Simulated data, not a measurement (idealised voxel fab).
This is a process module. Its name is voxel capacitor over wiring.
This is section cut - it's 165 nm across, gridded in 5 nm square cells.
Think of the cross-section as a grid of square cells. We describe it in bands, top to bottom, and each band covers one or more rows of those cells.
Band: top height; bottom height; in nm. Then, left to right: material with width in nm, for each material. "edge to edge": a single material spanning edge to edge. "air": empty space.
Heights are reckoned from 0. Under this level, the received wafer is all of one material. The bottommost band is open-ended downward, for example "0 nm and below".
Graded width ("30->40"): value in top row of band = first number; value in bottom row = second number; row-to-row change constant.
Basically "identical to before" means that step didn't change any cell in the cross-section.
In "Enclosed empty spaces" the enclosed voids are listed, meaning empty spaces of 8 cells or larger without any opening to the top. The form is width x height at distance, distance from the left edge, units nm.
On a step's line, text after the settings is the simulator commenting on that step.
overlay nm: step with mask; distance mask lay right of planned place; negative value = left of planned place.

# Steps in the process plan
step 1: RECEIVE | material Si
step 2: CONFORMAL_DEP | material SiO2 | thk nm 15
step 3: CONFORMAL_DEP | material SiN | thk nm 5
step 4: DIRECTIONAL_DEP | material lowk | thk nm 20
step 5: PATTERN | tone open | mask id METAL_1 | material resist | width nm 25 | pitch nm 90 | thk nm 15 | overlay nm 0
step 6: DIRECTIONAL_ETCH | etch materials lowk | depth nm 20
step 7: DIRECTIONAL_ETCH | etch materials SiN | depth nm 5
step 8: STRIP | etch materials resist
step 9: CONFORMAL_DEP | material TiN | thk nm 5
step 10: FILL_DEP | material W | thk nm 10
step 11: CMP | height nm 40
step 12: CONFORMAL_DEP | material SiCN | thk nm 5
step 13: DIRECTIONAL_DEP | material SiO2 | thk nm 15
step 14: MASKED_ETCH | tone open | mask id PLUG_1 | width nm 15 | etch materials SiO2 | depth nm 15 | overlay nm 0
step 15: MASKED_ETCH | tone open | mask id PLUG_1 | width nm 15 | etch materials SiCN | depth nm 5 | overlay nm 0
step 16: EPI | material Ru | thk nm 10
step 17: EPI | material Ru | thk nm 10
step 18: DIRECTIONAL_DEP | material TiN | thk nm 10
step 19: DIRECTIONAL_DEP | material SiN | thk nm 5
step 20: DIRECTIONAL_DEP | material TiN | thk nm 10
step 21: PATTERN | tone cover | mask id UPPER_PLATE | material resist | width nm 70 | thk nm 20 | overlay nm 0
step 22: DIRECTIONAL_ETCH | etch materials TiN | depth nm 10
step 23: DIRECTIONAL_ETCH | etch materials SiN | depth nm 5
step 24: STRIP | etch materials resist
step 25: MASKED_ETCH | tone cover | mask id LOWER_PLATE | width nm 80 | etch materials TiN | depth nm 10 | overlay nm 0
step 26: FILL_DEP | material SiO2 | thk nm 20
step 27: CMP | height nm 100
step 28: DIRECTIONAL_DEP | material aC | thk nm 15
step 29: PATTERN | tone open | mask id PLUG_2 | material resist | width nm 15 | thk nm 35 | overlay nm 0
step 30: DIRECTIONAL_ETCH | etch materials aC | depth nm 15
step 31: STRIP | etch materials resist
step 32: DIRECTIONAL_ETCH | etch materials SiO2 | depth nm 15
step 33: STRIP | etch materials aC
step 34: CONFORMAL_DEP | material TiN | thk nm 5
step 35: FILL_DEP | material Ru | thk nm 10
step 36: CMP | height nm 100
step 37: CONFORMAL_DEP | material SiCN | thk nm 5

# The first of the two wafers, which ran as planned

# Cross-section of the wafer as it came to us, i.e., already through step 1
0 nm and below  Si edge to edge
Enclosed empty spaces: none

# So this is the wafer cross-section right after step 2
15 nm to 0 nm  SiO2 edge to edge
All layers under 0 are left as they were.

# So this is the wafer cross-section right after step 3
20 nm to 15 nm  SiN edge to edge
All layers under 15 are left as they were.

# So this is the wafer cross-section right after step 4
40 nm to 20 nm  lowk edge to edge
All layers under 20 are left as they were.

# So this is the wafer cross-section right after step 5
55 nm to 40 nm  25 nm resist, 25 nm air, 65 nm resist, 25 nm air, 25 nm resist
All layers under 40 are left as they were.

# So this is the wafer cross-section right after step 6
55 nm to 40 nm  25 nm resist, 25 nm air, 65 nm resist, 25 nm air, 25 nm resist
40 nm to 20 nm  25 nm lowk, 25 nm air, 65 nm lowk, 25 nm air, 25 nm lowk
All layers under 20 are left as they were.

# So this is the wafer cross-section right after step 7
55 nm to 40 nm  25 nm resist, 25 nm air, 65 nm resist, 25 nm air, 25 nm resist
40 nm to 20 nm  25 nm lowk, 25 nm air, 65 nm lowk, 25 nm air, 25 nm lowk
20 nm to 15 nm  25 nm SiN, 25 nm air, 65 nm SiN, 25 nm air, 25 nm SiN
All layers under 15 are left as they were.

# So this is the wafer cross-section right after step 8
40 nm to 20 nm  25 nm lowk, 25 nm air, 65 nm lowk, 25 nm air, 25 nm lowk
All layers under 20 are left as they were.

# So this is the wafer cross-section right after step 9
45 nm to 40 nm  30 nm TiN, 15 nm air, 75 nm TiN, 15 nm air, 30 nm TiN
40 nm to 20 nm  25 nm lowk, 5 nm TiN, 15 nm air, 5 nm TiN, 65 nm lowk, 5 nm TiN, 15 nm air, 5 nm TiN, 25 nm lowk
20 nm to 15 nm  25 nm SiN, 25 nm TiN, 65 nm SiN, 25 nm TiN, 25 nm SiN
All layers under 15 are left as they were.

# So this is the wafer cross-section right after step 10
55 nm to 45 nm  W edge to edge
45 nm to 40 nm  30 nm TiN, 15 nm W, 75 nm TiN, 15 nm W, 30 nm TiN
40 nm to 20 nm  25 nm lowk, 5 nm TiN, 15 nm W, 5 nm TiN, 65 nm lowk, 5 nm TiN, 15 nm W, 5 nm TiN, 25 nm lowk
All layers under 20 are left as they were.

# So this is the wafer cross-section right after step 11
40 nm to 20 nm  25 nm lowk, 5 nm TiN, 15 nm W, 5 nm TiN, 65 nm lowk, 5 nm TiN, 15 nm W, 5 nm TiN, 25 nm lowk
All layers under 20 are left as they were.

# So this is the wafer cross-section right after step 12
45 nm to 40 nm  SiCN edge to edge
All layers under 40 are left as they were.

# So this is the wafer cross-section right after step 13
60 nm to 45 nm  SiO2 edge to edge
All layers under 45 are left as they were.

# So this is the wafer cross-section right after step 14
60 nm to 45 nm  35 nm SiO2, 15 nm air, 115 nm SiO2
All layers under 45 are left as they were.

# So this is the wafer cross-section right after step 15
60 nm to 45 nm  35 nm SiO2, 15 nm air, 115 nm SiO2
45 nm to 40 nm  35 nm SiCN, 15 nm air, 115 nm SiCN
All layers under 40 are left as they were.

# So this is the wafer cross-section right after step 16
60 nm to 50 nm  35 nm SiO2, 15 nm air, 115 nm SiO2
50 nm to 45 nm  35 nm SiO2, 15 nm Ru, 115 nm SiO2
45 nm to 40 nm  35 nm SiCN, 15 nm Ru, 115 nm SiCN
All layers under 40 are left as they were.

# So this is the wafer cross-section right after step 17
60 nm to 45 nm  35 nm SiO2, 15 nm Ru, 115 nm SiO2
All layers under 45 are left as they were.

# So this is the wafer cross-section right after step 18
70 nm to 60 nm  TiN edge to edge
All layers under 60 are left as they were.

# So this is the wafer cross-section right after step 19
75 nm to 70 nm  SiN edge to edge
All layers under 70 are left as they were.

# So this is the wafer cross-section right after step 20
85 nm to 75 nm  TiN edge to edge
All layers under 75 are left as they were.

# So this is the wafer cross-section right after step 21
105 nm to 85 nm  35 nm air, 70 nm resist, 60 nm air
All layers under 85 are left as they were.

# So this is the wafer cross-section right after step 22
105 nm to 85 nm  35 nm air, 70 nm resist, 60 nm air
85 nm to 75 nm  35 nm air, 70 nm TiN, 60 nm air
All layers under 75 are left as they were.

# So this is the wafer cross-section right after step 23
105 nm to 85 nm  35 nm air, 70 nm resist, 60 nm air
85 nm to 75 nm  35 nm air, 70 nm TiN, 60 nm air
75 nm to 70 nm  35 nm air, 70 nm SiN, 60 nm air
All layers under 70 are left as they were.

# So this is the wafer cross-section right after step 24
85 nm to 75 nm  35 nm air, 70 nm TiN, 60 nm air
All layers under 75 are left as they were.

# So this is the wafer cross-section right after step 25
85 nm to 75 nm  35 nm air, 70 nm TiN, 60 nm air
75 nm to 70 nm  35 nm air, 70 nm SiN, 60 nm air
70 nm to 60 nm  30 nm air, 80 nm TiN, 55 nm air
All layers under 60 are left as they were.

# So this is the wafer cross-section right after step 26
105 nm to 85 nm  SiO2 edge to edge
85 nm to 75 nm  35 nm SiO2, 70 nm TiN, 60 nm SiO2
75 nm to 70 nm  35 nm SiO2, 70 nm SiN, 60 nm SiO2
70 nm to 60 nm  30 nm SiO2, 80 nm TiN, 55 nm SiO2
All layers under 60 are left as they were.

# So this is the wafer cross-section right after step 27
100 nm to 85 nm  SiO2 edge to edge
All layers under 85 are left as they were.

# So this is the wafer cross-section right after step 28
115 nm to 100 nm  aC edge to edge
All layers under 100 are left as they were.

# So this is the wafer cross-section right after step 29
150 nm to 115 nm  45 nm resist, 15 nm air, 105 nm resist
All layers under 115 are left as they were.

# So this is the wafer cross-section right after step 30
135 nm to 115 nm  45 nm resist, 15 nm air, 105 nm resist
115 nm to 100 nm  45 nm aC, 15 nm air, 105 nm aC
All layers under 100 are left as they were.

# So this is the wafer cross-section right after step 31
115 nm to 100 nm  45 nm aC, 15 nm air, 105 nm aC
All layers under 100 are left as they were.

# So this is the wafer cross-section right after step 32
115 nm to 100 nm  45 nm aC, 15 nm air, 105 nm aC
100 nm to 85 nm  45 nm SiO2, 15 nm air, 105 nm SiO2
All layers under 85 are left as they were.

# So this is the wafer cross-section right after step 33
100 nm to 85 nm  45 nm SiO2, 15 nm air, 105 nm SiO2
All layers under 85 are left as they were.

# So this is the wafer cross-section right after step 34
105 nm to 100 nm  50 nm TiN, 5 nm air, 110 nm TiN
100 nm to 90 nm  45 nm SiO2, 5 nm TiN, 5 nm air, 5 nm TiN, 105 nm SiO2
90 nm to 85 nm  45 nm SiO2, 15 nm TiN, 105 nm SiO2
All layers under 85 are left as they were.

# So this is the wafer cross-section right after step 35
115 nm to 105 nm  Ru edge to edge
105 nm to 100 nm  50 nm TiN, 5 nm Ru, 110 nm TiN
100 nm to 90 nm  45 nm SiO2, 5 nm TiN, 5 nm Ru, 5 nm TiN, 105 nm SiO2
All layers under 90 are left as they were.

# So this is the wafer cross-section right after step 36
100 nm to 90 nm  45 nm SiO2, 5 nm TiN, 5 nm Ru, 5 nm TiN, 105 nm SiO2
All layers under 90 are left as they were.

# So this is the wafer cross-section right after step 37
105 nm to 100 nm  SiCN edge to edge
All layers under 100 are left as they were.

# Second Wafer (Identical Start and Plan, One Processing Error; Matches First Wafer Through Step 15)

# Cross-section of the second wafer when, according to plan, step 17 should have finished
70 nm to 60 nm  25 nm air, 35 nm Ru, 105 nm air
60 nm to 45 nm  35 nm SiO2, 15 nm Ru, 115 nm SiO2
45 nm to 40 nm  35 nm SiCN, 15 nm Ru, 115 nm SiCN
All layers under 40 are left as they were.

# Cross-section of the second wafer when, according to plan, step 18 should have finished
80 nm to 70 nm  25 nm air, 35 nm TiN, 105 nm air
70 nm to 60 nm  25 nm TiN, 35 nm Ru, 105 nm TiN
All layers under 60 are left as they were.

# Cross-section of the second wafer when, according to plan, step 19 should have finished
85 nm to 80 nm  25 nm air, 35 nm SiN, 105 nm air
80 nm to 75 nm  25 nm air, 35 nm TiN, 105 nm air
75 nm to 70 nm  25 nm SiN, 35 nm TiN, 105 nm SiN
All layers under 70 are left as they were.

# Cross-section of the second wafer when, according to plan, step 20 should have finished
95 nm to 85 nm  25 nm air, 35 nm TiN, 105 nm air
85 nm to 80 nm  25 nm TiN, 35 nm SiN, 105 nm TiN
80 nm to 75 nm  TiN edge to edge
All layers under 75 are left as they were.

# Cross-section of the second wafer when, according to plan, step 21 should have finished
115 nm to 95 nm  35 nm air, 70 nm resist, 60 nm air
95 nm to 85 nm  25 nm air, 35 nm TiN, 45 nm resist, 60 nm air
All layers under 85 are left as they were.

# Cross-section of the second wafer when, according to plan, step 22 should have finished
115 nm to 95 nm  35 nm air, 70 nm resist, 60 nm air
95 nm to 85 nm  35 nm air, 25 nm TiN, 45 nm resist, 60 nm air
85 nm to 80 nm  25 nm air, 35 nm SiN, 45 nm TiN, 60 nm air
80 nm to 75 nm  25 nm air, 80 nm TiN, 60 nm air
All layers under 75 are left as they were.

# Cross-section of the second wafer when, according to plan, step 23 should have finished
115 nm to 95 nm  35 nm air, 70 nm resist, 60 nm air
95 nm to 85 nm  35 nm air, 25 nm TiN, 45 nm resist, 60 nm air
85 nm to 80 nm  35 nm air, 25 nm SiN, 45 nm TiN, 60 nm air
80 nm to 75 nm  25 nm air, 80 nm TiN, 60 nm air
75 nm to 70 nm  25 nm air, 35 nm TiN, 45 nm SiN, 60 nm air
All layers under 70 are left as they were.

# Cross-section of the second wafer when, according to plan, step 24 should have finished
95 nm to 85 nm  35 nm air, 25 nm TiN, 105 nm air
All layers under 85 are left as they were.

# Cross-section of the second wafer when, according to plan, step 25 should have finished
95 nm to 85 nm  35 nm air, 25 nm TiN, 105 nm air
85 nm to 80 nm  35 nm air, 25 nm SiN, 45 nm TiN, 60 nm air
80 nm to 75 nm  30 nm air, 75 nm TiN, 60 nm air
75 nm to 70 nm  30 nm air, 30 nm TiN, 45 nm SiN, 60 nm air
70 nm to 60 nm  25 nm air, 35 nm Ru, 50 nm TiN, 55 nm air
All layers under 60 are left as they were.

# Cross-section of the second wafer when, according to plan, step 26 should have finished
115 nm to 95 nm  SiO2 edge to edge
95 nm to 85 nm  35 nm SiO2, 25 nm TiN, 105 nm SiO2
85 nm to 80 nm  35 nm SiO2, 25 nm SiN, 45 nm TiN, 60 nm SiO2
80 nm to 75 nm  30 nm SiO2, 75 nm TiN, 60 nm SiO2
75 nm to 70 nm  30 nm SiO2, 30 nm TiN, 45 nm SiN, 60 nm SiO2
70 nm to 60 nm  25 nm SiO2, 35 nm Ru, 50 nm TiN, 55 nm SiO2
All layers under 60 are left as they were.

# Cross-section of the second wafer when, according to plan, step 27 should have finished
100 nm to 95 nm  SiO2 edge to edge
All layers under 95 are left as they were.

# Cross-section of the second wafer when, according to plan, step 28 should have finished
115 nm to 100 nm  aC edge to edge
All layers under 100 are left as they were.

# Cross-section of the second wafer when, according to plan, step 29 should have finished
150 nm to 115 nm  45 nm resist, 15 nm air, 105 nm resist
All layers under 115 are left as they were.

# Cross-section of the second wafer when, according to plan, step 30 should have finished
135 nm to 115 nm  45 nm resist, 15 nm air, 105 nm resist
115 nm to 100 nm  45 nm aC, 15 nm air, 105 nm aC
All layers under 100 are left as they were.

# Cross-section of the second wafer when, according to plan, step 31 should have finished
115 nm to 100 nm  45 nm aC, 15 nm air, 105 nm aC
All layers under 100 are left as they were.

# Cross-section of the second wafer when, according to plan, step 32 should have finished
115 nm to 100 nm  45 nm aC, 15 nm air, 105 nm aC
100 nm to 95 nm  45 nm SiO2, 15 nm air, 105 nm SiO2
All layers under 95 are left as they were.

# Cross-section of the second wafer when, according to plan, step 33 should have finished
100 nm to 95 nm  45 nm SiO2, 15 nm air, 105 nm SiO2
All layers under 95 are left as they were.

# Cross-section of the second wafer when, according to plan, step 34 should have finished
105 nm to 100 nm  50 nm TiN, 5 nm air, 110 nm TiN
100 nm to 95 nm  45 nm SiO2, 15 nm TiN, 105 nm SiO2
All layers under 95 are left as they were.

# Cross-section of the second wafer when, according to plan, step 35 should have finished
115 nm to 105 nm  Ru edge to edge
105 nm to 100 nm  50 nm TiN, 5 nm Ru, 110 nm TiN
All layers under 100 are left as they were.

# Cross-section of the second wafer when, according to plan, step 36 should have finished
100 nm to 95 nm  45 nm SiO2, 15 nm TiN, 105 nm SiO2
All layers under 95 are left as they were.

# Cross-section of the second wafer when, according to plan, step 37 should have finished
105 nm to 100 nm  SiCN edge to edge
All layers under 100 are left as they were.
Where did the run depart from the plan? one of steps 16 and 17 got run twice, and since they're all the same there's no telling which
Final cells, second wafer relative to first, materials higher or lower: Ru +12 | SiO2 -8 | TiN -4
